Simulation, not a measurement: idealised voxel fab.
process module | voxel transistor to metal
cross-section cut | 300 nm wide | cells 5 nm
A cross-section is a grid of square cells, given in bands from the top down. A band is one or more rows of cells.
Each band's line starts with the height of the band's top and of its bottom, in nm. Then come its materials from left to right, each with its width in nm. One material with "throughout" fills the band from edge to edge. "air" is empty space.
Height 0 is the level under which the wafer as received is all one material. The lowest band goes on downwards, as in "0 down".
A width such as "30 to 40" changes by the same amount from each row of cells to the next, from the band's top row to its bottom row.
"no change" after a step means that no cell of the cross-section changed.
closed voids: empty space of 8 cells or more with no open way to the top, each as width x height at its distance from the left edge, in nm
after a step's settings: what the simulator itself notes on the step
overlay nm, on a step with a mask: how far to the right of its planned place the mask lay; to the left if negative
plan
1 op RECEIVE | material Si
2 op OXIDIZE | depth nm 5
3 op CONFORMAL_DEP | material SiN | thk nm 15
4 op MASKED_ETCH | tone cover | mask id ACTIVE | width nm 105 | pitch nm 130 | etch materials SiN | depth nm 15 | overlay nm 0
5 op MASKED_ETCH | tone cover | mask id ACTIVE | width nm 105 | pitch nm 130 | etch materials SiO2 | depth nm 5 | overlay nm 0
6 op MASKED_ETCH | tone cover | mask id ACTIVE | width nm 105 | pitch nm 130 | etch materials Si | depth nm 20 | overlay nm 0
7 op FILL_DEP | material SiO2 | thk nm 10
8 op CMP | height nm 15
9 op SELECTIVE_ETCH | etch materials SiO2 | depth nm 5
10 op STRIP | etch materials SiN
11 op SELECTIVE_ETCH | etch materials SiO2 | depth nm 5
12 op OXIDIZE | depth nm 5
13 op DIRECTIONAL_DEP | material polySi | thk nm 30
14 op DIRECTIONAL_DEP | material SiCN | thk nm 10
15 op PATTERN | tone cover | mask id GATE | material resist | width nm 15 | pitch nm 130 | thk nm 20 | overlay nm 0
16 op DIRECTIONAL_ETCH | etch materials SiCN | depth nm 20
17 op DIRECTIONAL_ETCH | etch materials polySi | depth nm 40
18 op STRIP | etch materials resist
19 op CONFORMAL_DEP | material SiN | thk nm 10
20 op DIRECTIONAL_ETCH | etch materials SiN | depth nm 10
21 op DIRECTIONAL_ETCH | etch materials SiO2 | depth nm 5
22 op DIRECTIONAL_ETCH | etch materials Si | depth nm 10
23 op EPI | material SiGe | thk nm 15
24 op FILL_DEP | material SiO2 | thk nm 10
25 op CMP | height nm 35
26 op DIRECTIONAL_DEP | material SiO2 | thk nm 15
27 op PATTERN | tone open | mask id CONTACT | material resist | width nm 20 | thk nm 20 | overlay nm 0
28 op DIRECTIONAL_ETCH | etch materials SiO2 | depth nm 45
29 op STRIP | etch materials resist
30 op CONFORMAL_DEP | material TiN | thk nm 5
31 op FILL_DEP | material W | thk nm 5
32 op CMP | height nm 50
33 op DIRECTIONAL_DEP | material TiN | thk nm 5
34 op DIRECTIONAL_DEP | material W | thk nm 20
35 op MASKED_ETCH | tone cover | mask id METAL_1 | width nm 20 | etch materials W | depth nm 20 | overlay nm 0
36 op MASKED_ETCH | tone cover | mask id METAL_1 | width nm 20 | etch materials TiN | depth nm 5 | overlay nm 0
37 op FILL_DEP | material SiO2 | thk nm 5
38 op CMP | height nm 75
39 op CONFORMAL_DEP | material SiCN | thk nm 5
40 op DIRECTIONAL_DEP | material lowk | thk nm 30
41 op DIRECTIONAL_DEP | material aC | thk nm 10
42 op PATTERN | tone open | mask id METAL_2 | material resist | width nm 20 | pitch nm 130 | thk nm 30 | overlay nm 0
43 op DIRECTIONAL_ETCH | etch materials aC | depth nm 10
44 op STRIP | etch materials resist
45 op DIRECTIONAL_ETCH | etch materials lowk | depth nm 15
46 op STRIP | etch materials aC
47 op DIRECTIONAL_DEP | material aC | thk nm 10
48 op PATTERN | tone open | mask id METAL_2_HOLES | material resist | width nm 15 | pitch nm 130 | thk nm 25 | overlay nm 0
49 op DIRECTIONAL_ETCH | etch materials aC | depth nm 10
50 op STRIP | etch materials resist
51 op DIRECTIONAL_ETCH | etch materials lowk | depth nm 15
52 op DIRECTIONAL_ETCH | etch materials SiCN | depth nm 5
53 op STRIP | etch materials aC
54 op CONFORMAL_DEP | material TiN | thk nm 5
55 op FILL_DEP | material Cu | thk nm 10
56 op CMP | height nm 110
57 op CONFORMAL_DEP | material SiCN | thk nm 5
as received, after step 1
  0 down: Si throughout
  closed voids: none
first wafer at the end, as planned
  115 to 110: SiCN throughout
  110 to 100: lowk 35 | TiN 5 | Cu 10 | TiN 5 | lowk 110 | TiN 5 | Cu 10 | TiN 5 | lowk 115
  100 to 95: lowk 35 | TiN 5 | Cu 5 | TiN 10 | lowk 110 | TiN 5 | Cu 5 | TiN 10 | lowk 115
  95 to 80: lowk 35 | TiN 5 | Cu 5 | TiN 5 | lowk 115 | TiN 5 | Cu 5 | TiN 5 | lowk 120
  80 to 75: SiCN 35 | TiN 15 | SiCN 115 | TiN 15 | SiCN 120
  75 to 55: SiO2 35 | W 20 | SiO2 55 | W 20 | SiO2 35 | W 20 | SiO2 55 | W 20 | SiO2 40
  55 to 50: SiO2 35 | TiN 20 | SiO2 55 | TiN 20 | SiO2 35 | TiN 20 | SiO2 55 | TiN 20 | SiO2 40
  50 to 35: SiO2 35 | TiN 5 | W 10 | TiN 5 | SiO2 55 | TiN 5 | W 10 | TiN 5 | SiO2 35 | TiN 5 | W 10 | TiN 5 | SiO2 55 | TiN 5 | W 10 | TiN 5 | SiO2 40
  35 to 25: SiO2 35 | TiN 5 | W 10 | TiN 5 | SiO2 10 | SiN 10 | SiCN 15 | SiN 10 | SiO2 10 | TiN 5 | W 10 | TiN 5 | SiO2 35 | TiN 5 | W 10 | TiN 5 | SiO2 10 | SiN 10 | SiCN 15 | SiN 10 | SiO2 10 | TiN 5 | W 10 | TiN 5 | SiO2 40
  25 to 10: SiO2 35 | TiN 5 | W 10 | TiN 5 | SiO2 10 | SiN 10 | polySi 15 | SiN 10 | SiO2 10 | TiN 5 | W 10 | TiN 5 | SiO2 35 | TiN 5 | W 10 | TiN 5 | SiO2 10 | SiN 10 | polySi 15 | SiN 10 | SiO2 10 | TiN 5 | W 10 | TiN 5 | SiO2 40
  10 to 5: SiO2 35 | TiN 20 | SiO2 10 | SiN 10 | polySi 15 | SiN 10 | SiO2 10 | TiN 20 | SiO2 35 | TiN 20 | SiO2 10 | SiN 10 | polySi 15 | SiN 10 | SiO2 10 | TiN 20 | SiO2 40
  5 to -5: SiO2 25 | SiN 10 | SiGe 30 | SiN 10 | polySi 15 | SiN 10 | SiGe 30 | SiN 10 | SiO2 15 | SiN 10 | SiGe 30 | SiN 10 | polySi 15 | SiN 10 | SiGe 30 | SiN 10 | SiO2 30
  -5 to -10: SiO2 35 | SiGe 30 | SiO2 35 | SiGe 30 | SiO2 35 | SiGe 30 | SiO2 35 | SiGe 30 | SiO2 40
  -10 to -20: SiO2 30 | Si 5 | SiGe 30 | Si 35 | SiGe 30 | Si 5 | SiO2 25 | Si 5 | SiGe 30 | Si 35 | SiGe 30 | Si 5 | SiO2 35
  -20 to -25: SiO2 30 | Si 105 | SiO2 25 | Si 105 | SiO2 35
  -25 down: Si throughout
  closed voids: none
second wafer at the end: like start, like plan, one mistake
  115 to 110: SiCN throughout
  110 to 85: lowk 35 | TiN 5 | Cu 10 | TiN 5 | lowk 110 | TiN 5 | Cu 10 | TiN 5 | lowk 115
  85 to 80: lowk 35 | TiN 5 | Cu 5 | TiN 10 | lowk 110 | TiN 5 | Cu 5 | TiN 10 | lowk 115
  80 to 75: SiCN 35 | TiN 15 | SiCN 115 | TiN 15 | SiCN 120
  75 to 55: SiO2 35 | W 20 | SiO2 55 | W 20 | SiO2 35 | W 20 | SiO2 55 | W 20 | SiO2 40
  55 to 50: SiO2 35 | TiN 20 | SiO2 55 | TiN 20 | SiO2 35 | TiN 20 | SiO2 55 | TiN 20 | SiO2 40
  50 to 35: SiO2 35 | TiN 5 | W 10 | TiN 5 | SiO2 55 | TiN 5 | W 10 | TiN 5 | SiO2 35 | TiN 5 | W 10 | TiN 5 | SiO2 55 | TiN 5 | W 10 | TiN 5 | SiO2 40
  35 to 25: SiO2 35 | TiN 5 | W 10 | TiN 5 | SiO2 10 | SiN 10 | SiCN 15 | SiN 10 | SiO2 10 | TiN 5 | W 10 | TiN 5 | SiO2 35 | TiN 5 | W 10 | TiN 5 | SiO2 10 | SiN 10 | SiCN 15 | SiN 10 | SiO2 10 | TiN 5 | W 10 | TiN 5 | SiO2 40
  25 to 10: SiO2 35 | TiN 5 | W 10 | TiN 5 | SiO2 10 | SiN 10 | polySi 15 | SiN 10 | SiO2 10 | TiN 5 | W 10 | TiN 5 | SiO2 35 | TiN 5 | W 10 | TiN 5 | SiO2 10 | SiN 10 | polySi 15 | SiN 10 | SiO2 10 | TiN 5 | W 10 | TiN 5 | SiO2 40
  10 to 5: SiO2 35 | TiN 20 | SiO2 10 | SiN 10 | polySi 15 | SiN 10 | SiO2 10 | TiN 20 | SiO2 35 | TiN 20 | SiO2 10 | SiN 10 | polySi 15 | SiN 10 | SiO2 10 | TiN 20 | SiO2 40
  5 to -5: SiO2 25 | SiN 10 | SiGe 30 | SiN 10 | polySi 15 | SiN 10 | SiGe 30 | SiN 10 | SiO2 15 | SiN 10 | SiGe 30 | SiN 10 | polySi 15 | SiN 10 | SiGe 30 | SiN 10 | SiO2 30
  -5 to -10: SiO2 35 | SiGe 30 | SiO2 35 | SiGe 30 | SiO2 35 | SiGe 30 | SiO2 35 | SiGe 30 | SiO2 40
  -10 to -20: SiO2 30 | Si 5 | SiGe 30 | Si 35 | SiGe 30 | Si 5 | SiO2 25 | Si 5 | SiGe 30 | Si 35 | SiGe 30 | Si 5 | SiO2 35
  -20 to -25: SiO2 30 | Si 105 | SiO2 25 | Si 105 | SiO2 35
  -25 down: Si throughout
  closed voids: none
what went wrong: step 45 was run twice
at the end the second wafer has, in cells: 6 more of Cu | 6 fewer of lowk
